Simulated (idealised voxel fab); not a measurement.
You're looking at the process module voxel wiring stack.
Cross-sectional view cut (width: 285 nm; square cell size: 5 nm).
This document writes a cross-section as a grid whose cells are square, and gives it as bands, listed from the top down; one or more rows of cells form a band.
Band: top and bottom heights (nm) first, top before bottom; then materials from left to right, widths in nm. "everywhere" marks a sole material filling the band edge to edge. "empty" denotes empty space.
A quick word on heights: they are counted from 0, and under that level the wafer as it came to us is one material throughout. The lowest band is different from the rest in having no bottom; it simply continues downward, written as in "0 down".
A two-number width, for instance "30->40", indicates that the width is equal to the first number in the top row of the band and to the second number in the bottom row, and that it changes by a constant amount per row of cells.
"no change" after a step means that no cell of the cross-section changed.
"Enclosed void list" lists enclosed empty spaces (at least 8 cells, no open path upward to the top), each as width x height at distance from the left edge, in nm.
Heads up: the bit after the settings on a step's line is the simulator's remark on that step.
The optional step-line setting "overlay nm" applies to steps with a mask and quantifies how far to the right of its planned location the mask lay, a negative value indicating leftward placement.
-- This section lists the process steps that were planned
1. RECEIVE: material Si
2. CONFORMAL_DEP: material SiO2, thk nm 15
3. CONFORMAL_DEP: material SiN, thk nm 5
4. DIRECTIONAL_DEP: material SiO2, thk nm 20
5. DIRECTIONAL_DEP: material aC, thk nm 15
6. PATTERN: tone open, mask id METAL_1, material resist, width nm 25, pitch nm 50, thk nm 35, overlay nm 0
7. DIRECTIONAL_ETCH: etch materials aC, depth nm 15
8. STRIP: etch materials resist
9. DIRECTIONAL_ETCH: etch materials SiO2, depth nm 20
10. DIRECTIONAL_ETCH: etch materials SiN, depth nm 5
11. STRIP: etch materials aC
12. CONFORMAL_DEP: material TiN, thk nm 5
13. FILL_DEP: material W, thk nm 5
14. CMP: height nm 40
15. EPI: material Ru, thk nm 5
16. FILL_DEP: material SiCN, thk nm 5
17. DIRECTIONAL_DEP: material SiO2, thk nm 15
18. PATTERN: tone open, mask id PLUG_1, material resist, width nm 15, pitch nm 50, thk nm 20, overlay nm 0
19. DIRECTIONAL_ETCH: etch materials SiO2, depth nm 15
20. DIRECTIONAL_ETCH: etch materials SiCN, depth nm 5
21. STRIP: etch materials resist
22. CONFORMAL_DEP: material TiN, thk nm 5
23. FILL_DEP: material Ru, thk nm 10
24. CMP: height nm 65
25. CONFORMAL_DEP: material SiN, thk nm 5
26. DIRECTIONAL_DEP: material lowk, thk nm 20
27. MASKED_ETCH: tone open, mask id METAL_2, width nm 25, pitch nm 50, etch materials lowk, depth nm 20, overlay nm 0
28. MASKED_ETCH: tone open, mask id METAL_2, width nm 25, pitch nm 50, etch materials SiN, depth nm 5, overlay nm 0
29. CONFORMAL_DEP: material TiN, thk nm 5
30. FILL_DEP: material Cu, thk nm 5
31. CMP: height nm 90
32. CONFORMAL_DEP: material SiCN, thk nm 5
-- First of two wafers - as planned
-- The cross-section here shows the wafer as received, i.e. in its state after step 1
* 0 down = Si everywhere
* Enclosed void list: none
-- The following cross-section depicts the wafer upon completion of step 2
* 15 to 0 = SiO2 everywhere
* Heights below 0 show no change.
-- The following cross-section depicts the wafer upon completion of step 3
* 20 to 15 = SiN everywhere
* Heights below 15 show no change.
-- The following cross-section depicts the wafer upon completion of step 4
* 40 to 20 = SiO2 everywhere
* Heights below 20 show no change.
-- The following cross-section depicts the wafer upon completion of step 5
* 55 to 40 = aC everywhere
* Heights below 40 show no change.
-- The following cross-section depicts the wafer upon completion of step 6
* 90 to 55 = resist 80 nm, empty 25 nm, resist 25 nm, empty 25 nm, resist 25 nm, empty 25 nm, resist 80 nm
* Heights below 55 show no change.
-- The following cross-section depicts the wafer upon completion of step 7
* 75 to 55 = resist 80 nm, empty 25 nm, resist 25 nm, empty 25 nm, resist 25 nm, empty 25 nm, resist 80 nm
* 55 to 40 = aC 80 nm, empty 25 nm, aC 25 nm, empty 25 nm, aC 25 nm, empty 25 nm, aC 80 nm
* Heights below 40 show no change.
-- The following cross-section depicts the wafer upon completion of step 8
* 55 to 40 = aC 80 nm, empty 25 nm, aC 25 nm, empty 25 nm, aC 25 nm, empty 25 nm, aC 80 nm
* Heights below 40 show no change.
-- The following cross-section depicts the wafer upon completion of step 9
* 55 to 40 = aC 80 nm, empty 25 nm, aC 25 nm, empty 25 nm, aC 25 nm, empty 25 nm, aC 80 nm
* 40 to 20 = SiO2 80 nm, empty 25 nm, SiO2 25 nm, empty 25 nm, SiO2 25 nm, empty 25 nm, SiO2 80 nm
* Heights below 20 show no change.
-- The following cross-section depicts the wafer upon completion of step 10
* 55 to 40 = aC 80 nm, empty 25 nm, aC 25 nm, empty 25 nm, aC 25 nm, empty 25 nm, aC 80 nm
* 40 to 20 = SiO2 80 nm, empty 25 nm, SiO2 25 nm, empty 25 nm, SiO2 25 nm, empty 25 nm, SiO2 80 nm
* 20 to 15 = SiN 80 nm, empty 25 nm, SiN 25 nm, empty 25 nm, SiN 25 nm, empty 25 nm, SiN 80 nm
* Heights below 15 show no change.
-- The following cross-section depicts the wafer upon completion of step 11
* 40 to 20 = SiO2 80 nm, empty 25 nm, SiO2 25 nm, empty 25 nm, SiO2 25 nm, empty 25 nm, SiO2 80 nm
* Heights below 20 show no change.
-- The following cross-section depicts the wafer upon completion of step 12
* 45 to 40 = TiN 85 nm, empty 15 nm, TiN 35 nm, empty 15 nm, TiN 35 nm, empty 15 nm, TiN 85 nm
* 40 to 20 = SiO2 80 nm, TiN 5 nm, empty 15 nm, TiN 5 nm, SiO2 25 nm, TiN 5 nm, empty 15 nm, TiN 5 nm, SiO2 25 nm, TiN 5 nm, empty 15 nm, TiN 5 nm, SiO2 80 nm
* 20 to 15 = SiN 80 nm, TiN 25 nm, SiN 25 nm, TiN 25 nm, SiN 25 nm, TiN 25 nm, SiN 80 nm
* Heights below 15 show no change.
-- The following cross-section depicts the wafer upon completion of step 13
* 50 to 45 = W everywhere
* 45 to 40 = TiN 85 nm, W 15 nm, TiN 35 nm, W 15 nm, TiN 35 nm, W 15 nm, TiN 85 nm
* 40 to 20 = SiO2 80 nm, TiN 5 nm, W 15 nm, TiN 5 nm, SiO2 25 nm, TiN 5 nm, W 15 nm, TiN 5 nm, SiO2 25 nm, TiN 5 nm, W 15 nm, TiN 5 nm, SiO2 80 nm
* Heights below 20 show no change.
-- The following cross-section depicts the wafer upon completion of step 14
* 40 to 20 = SiO2 80 nm, TiN 5 nm, W 15 nm, TiN 5 nm, SiO2 25 nm, TiN 5 nm, W 15 nm, TiN 5 nm, SiO2 25 nm, TiN 5 nm, W 15 nm, TiN 5 nm, SiO2 80 nm
* Heights below 20 show no change.
-- The following cross-section depicts the wafer upon completion of step 15
* 45 to 40 = empty 75 nm, Ru 35 nm, empty 15 nm, Ru 35 nm, empty 15 nm, Ru 35 nm, empty 75 nm
* Heights below 40 show no change.
-- The following cross-section depicts the wafer upon completion of step 16
* 50 to 45 = SiCN everywhere
* 45 to 40 = SiCN 75 nm, Ru 35 nm, SiCN 15 nm, Ru 35 nm, SiCN 15 nm, Ru 35 nm, SiCN 75 nm
* Heights below 40 show no change.
-- The following cross-section depicts the wafer upon completion of step 17
* 65 to 50 = SiO2 everywhere
* Heights below 50 show no change.
-- The following cross-section depicts the wafer upon completion of step 18
* 85 to 65 = resist 80 nm, empty 15 nm, resist 35 nm, empty 15 nm, resist 35 nm, empty 15 nm, resist 90 nm
* Heights below 65 show no change.
-- The following cross-section depicts the wafer upon completion of step 19
* 85 to 65 = resist 80 nm, empty 15 nm, resist 35 nm, empty 15 nm, resist 35 nm, empty 15 nm, resist 90 nm
* 65 to 50 = SiO2 80 nm, empty 15 nm, SiO2 35 nm, empty 15 nm, SiO2 35 nm, empty 15 nm, SiO2 90 nm
* Heights below 50 show no change.
-- The following cross-section depicts the wafer upon completion of step 20
* 85 to 65 = resist 80 nm, empty 15 nm, resist 35 nm, empty 15 nm, resist 35 nm, empty 15 nm, resist 90 nm
* 65 to 50 = SiO2 80 nm, empty 15 nm, SiO2 35 nm, empty 15 nm, SiO2 35 nm, empty 15 nm, SiO2 90 nm
* 50 to 45 = SiCN 80 nm, empty 15 nm, SiCN 35 nm, empty 15 nm, SiCN 35 nm, empty 15 nm, SiCN 90 nm
* Heights below 45 show no change.
-- The following cross-section depicts the wafer upon completion of step 21
* 65 to 50 = SiO2 80 nm, empty 15 nm, SiO2 35 nm, empty 15 nm, SiO2 35 nm, empty 15 nm, SiO2 90 nm
* Heights below 50 show no change.
-- The following cross-section depicts the wafer upon completion of step 22
* 70 to 65 = TiN 85 nm, empty 5 nm, TiN 45 nm, empty 5 nm, TiN 45 nm, empty 5 nm, TiN 95 nm
* 65 to 50 = SiO2 80 nm, TiN 5 nm, empty 5 nm, TiN 5 nm, SiO2 35 nm, TiN 5 nm, empty 5 nm, TiN 5 nm, SiO2 35 nm, TiN 5 nm, empty 5 nm, TiN 5 nm, SiO2 90 nm
* 50 to 45 = SiCN 80 nm, TiN 15 nm, SiCN 35 nm, TiN 15 nm, SiCN 35 nm, TiN 15 nm, SiCN 90 nm
* Heights below 45 show no change.
-- The following cross-section depicts the wafer upon completion of step 23
* 80 to 70 = Ru everywhere
* 70 to 65 = TiN 85 nm, Ru 5 nm, TiN 45 nm, Ru 5 nm, TiN 45 nm, Ru 5 nm, TiN 95 nm
* 65 to 50 = SiO2 80 nm, TiN 5 nm, Ru 5 nm, TiN 5 nm, SiO2 35 nm, TiN 5 nm, Ru 5 nm, TiN 5 nm, SiO2 35 nm, TiN 5 nm, Ru 5 nm, TiN 5 nm, SiO2 90 nm
* Heights below 50 show no change.
-- The following cross-section depicts the wafer upon completion of step 24
* 65 to 50 = SiO2 80 nm, TiN 5 nm, Ru 5 nm, TiN 5 nm, SiO2 35 nm, TiN 5 nm, Ru 5 nm, TiN 5 nm, SiO2 35 nm, TiN 5 nm, Ru 5 nm, TiN 5 nm, SiO2 90 nm
* Heights below 50 show no change.
-- The following cross-section depicts the wafer upon completion of step 25
* 70 to 65 = SiN everywhere
* Heights below 65 show no change.
-- The following cross-section depicts the wafer upon completion of step 26
* 90 to 70 = lowk everywhere
* Heights below 70 show no change.
-- The following cross-section depicts the wafer upon completion of step 27
* 90 to 70 = lowk 80 nm, empty 25 nm, lowk 25 nm, empty 25 nm, lowk 25 nm, empty 25 nm, lowk 80 nm
* Heights below 70 show no change.
-- The following cross-section depicts the wafer upon completion of step 28
* 90 to 70 = lowk 80 nm, empty 25 nm, lowk 25 nm, empty 25 nm, lowk 25 nm, empty 25 nm, lowk 80 nm
* 70 to 65 = SiN 80 nm, empty 25 nm, SiN 25 nm, empty 25 nm, SiN 25 nm, empty 25 nm, SiN 80 nm
* Heights below 65 show no change.
-- The following cross-section depicts the wafer upon completion of step 29
* 95 to 90 = TiN 85 nm, empty 15 nm, TiN 35 nm, empty 15 nm, TiN 35 nm, empty 15 nm, TiN 85 nm
* 90 to 70 = lowk 80 nm, TiN 5 nm, empty 15 nm, TiN 5 nm, lowk 25 nm, TiN 5 nm, empty 15 nm, TiN 5 nm, lowk 25 nm, TiN 5 nm, empty 15 nm, TiN 5 nm, lowk 80 nm
* 70 to 65 = SiN 80 nm, TiN 25 nm, SiN 25 nm, TiN 25 nm, SiN 25 nm, TiN 25 nm, SiN 80 nm
* Heights below 65 show no change.
-- The following cross-section depicts the wafer upon completion of step 30
* 100 to 95 = Cu everywhere
* 95 to 90 = TiN 85 nm, Cu 15 nm, TiN 35 nm, Cu 15 nm, TiN 35 nm, Cu 15 nm, TiN 85 nm
* 90 to 70 = lowk 80 nm, TiN 5 nm, Cu 15 nm, TiN 5 nm, lowk 25 nm, TiN 5 nm, Cu 15 nm, TiN 5 nm, lowk 25 nm, TiN 5 nm, Cu 15 nm, TiN 5 nm, lowk 80 nm
* Heights below 70 show no change.
-- The following cross-section depicts the wafer upon completion of step 31
* 90 to 70 = lowk 80 nm, TiN 5 nm, Cu 15 nm, TiN 5 nm, lowk 25 nm, TiN 5 nm, Cu 15 nm, TiN 5 nm, lowk 25 nm, TiN 5 nm, Cu 15 nm, TiN 5 nm, lowk 80 nm
* Heights below 70 show no change.
-- The following cross-section depicts the wafer upon completion of step 32
* 95 to 90 = SiCN everywhere
* Heights below 90 show no change.
-- It is to be noted that the second wafer proceeded from the same initial state and according to the same plan as the first, although one mistake was committed in its execution; through step 23, inclusive, the two wafers share an identical history
-- The second wafer cut through, at the time step 24 was supposed to be finished
* 70 to 65 = TiN 85 nm, Ru 5 nm, TiN 45 nm, Ru 5 nm, TiN 45 nm, Ru 5 nm, TiN 95 nm
* Heights below 65 show no change.
-- The second wafer cut through, at the time step 25 was supposed to be finished
* 75 to 70 = SiN everywhere
* Heights below 70 show no change.
-- The second wafer cut through, at the time step 26 was supposed to be finished
* 95 to 75 = lowk everywhere
* Heights below 75 show no change.
-- The second wafer cut through, at the time step 27 was supposed to be finished
* 95 to 75 = lowk 80 nm, empty 25 nm, lowk 25 nm, empty 25 nm, lowk 25 nm, empty 25 nm, lowk 80 nm
* Heights below 75 show no change.
-- The second wafer cut through, at the time step 28 was supposed to be finished
* 95 to 75 = lowk 80 nm, empty 25 nm, lowk 25 nm, empty 25 nm, lowk 25 nm, empty 25 nm, lowk 80 nm
* 75 to 70 = SiN 80 nm, empty 25 nm, SiN 25 nm, empty 25 nm, SiN 25 nm, empty 25 nm, SiN 80 nm
* Heights below 70 show no change.
-- The second wafer cut through, at the time step 29 was supposed to be finished
* 100 to 95 = TiN 85 nm, empty 15 nm, TiN 35 nm, empty 15 nm, TiN 35 nm, empty 15 nm, TiN 85 nm
* 95 to 75 = lowk 80 nm, TiN 5 nm, empty 15 nm, TiN 5 nm, lowk 25 nm, TiN 5 nm, empty 15 nm, TiN 5 nm, lowk 25 nm, TiN 5 nm, empty 15 nm, TiN 5 nm, lowk 80 nm
* 75 to 70 = SiN 80 nm, TiN 25 nm, SiN 25 nm, TiN 25 nm, SiN 25 nm, TiN 25 nm, SiN 80 nm
* Heights below 70 show no change.
-- The second wafer cut through, at the time step 30 was supposed to be finished
* 105 to 100 = Cu everywhere
* 100 to 95 = TiN 85 nm, Cu 15 nm, TiN 35 nm, Cu 15 nm, TiN 35 nm, Cu 15 nm, TiN 85 nm
* 95 to 75 = lowk 80 nm, TiN 5 nm, Cu 15 nm, TiN 5 nm, lowk 25 nm, TiN 5 nm, Cu 15 nm, TiN 5 nm, lowk 25 nm, TiN 5 nm, Cu 15 nm, TiN 5 nm, lowk 80 nm
* Heights below 75 show no change.
-- The second wafer cut through, at the time step 31 was supposed to be finished
* 90 to 75 = lowk 80 nm, TiN 5 nm, Cu 15 nm, TiN 5 nm, lowk 25 nm, TiN 5 nm, Cu 15 nm, TiN 5 nm, lowk 25 nm, TiN 5 nm, Cu 15 nm, TiN 5 nm, lowk 80 nm
* Heights below 75 show no change.
-- The second wafer cut through, at the time step 32 was supposed to be finished
* 95 to 90 = SiCN everywhere
* Heights below 90 show no change.
What broke from the plan during processing? for step 24, the planned setting was not used; the step was instead run as CMP: height nm 70
Upon completion, the second wafer contains, in terms of cells, a greater or smaller amount of certain materials than the first wafer: 9 fewer of Cu; 3 more of Ru; 48 more of TiN; 42 fewer of lowk
